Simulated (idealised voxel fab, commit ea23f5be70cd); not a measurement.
Process module, titled voxel plated lines
Cross-section cut: width 225 nm, square cells of 5 nm.
Format of a cross-section: grid, square cells. Given as bands. Order: top down. Band: one or more rows of cells.
Heads up on the band format: heights come first, top then bottom, in nm. After that it's the materials left to right, each with its width in nm. A single material flagged "full width" fills the whole band edge to edge, and "air" means there's empty space there.
Height 0 is the level under which the wafer as received is all one material. The lowest band goes on downwards, as in "0 -> down".
With a width like "30->40", each row of cells in the band differs from the next by the same amount, the top row carrying the first number and the bottom row the second.
Take "remains unaltered" at face value: in the step it is given for, the cross-section changed in none of its cells.
The entry "Sealed-off cavities" lists the empty spaces that cover at least 8 cells and have no open path to the top. Each is written as width x height at distance, where the distance is measured from the left edge and all three values are in nm.
On each step's line, the part that comes after the settings is the simulator's own comment on the step.
The "overlay nm" setting may appear on a step's line; for a step that uses a mask, it gives how far to the right of its planned position the mask lay, and a negative value indicates the left.
The planned process steps are enumerated hereunder
1 op RECEIVE | material Si
2 op CONFORMAL_DEP | material SiN | thk nm 10
3 op DIRECTIONAL_DEP | material TiN | thk nm 5
4 op PATTERN | tone open | mask id LINES | material resist | width nm 30 | pitch nm 45 | thk nm 40 | overlay nm -15
5 op EPI | material Ru | thk nm 5
6 op EPI | material Ru | thk nm 10
7 op EPI | material Ru | thk nm 5
8 op STRIP | etch materials resist
9 op DIRECTIONAL_ETCH | etch materials TiN | depth nm 5
10 op CONFORMAL_DEP | material SiO2 | thk nm 10
Among the wafers covered here, the point of difference is the overlay nm at step 4; their starting state is shared, and the plan presents the value of the first wafer.
As-received state after step 1, first of several wafers, cross-section
> 0 -> down = Si full width
> Sealed-off cavities: none
Below: a row per wafer. Contents at end of module: for every material, cells gained since receipt (+) or lost since receipt (-); then closed voids
overlay nm -15, +48 Ru, +90 SiN, +125 SiO2, +12 TiN, Sealed-off cavities: none
overlay nm -10, +48 Ru, +90 SiN, +125 SiO2, +12 TiN, Sealed-off cavities: none
overlay nm -5, +48 Ru, +90 SiN, +125 SiO2, +12 TiN, Sealed-off cavities: none
overlay nm 0, +48 Ru, +90 SiN, +125 SiO2, +12 TiN, Sealed-off cavities: none
overlay nm 5, +48 Ru, +90 SiN, +125 SiO2, +12 TiN, Sealed-off cavities: none
overlay nm 10, +48 Ru, +90 SiN, +125 SiO2, +12 TiN, Sealed-off cavities: none
overlay nm 15, +48 Ru, +90 SiN, +125 SiO2, +12 TiN, Sealed-off cavities: none
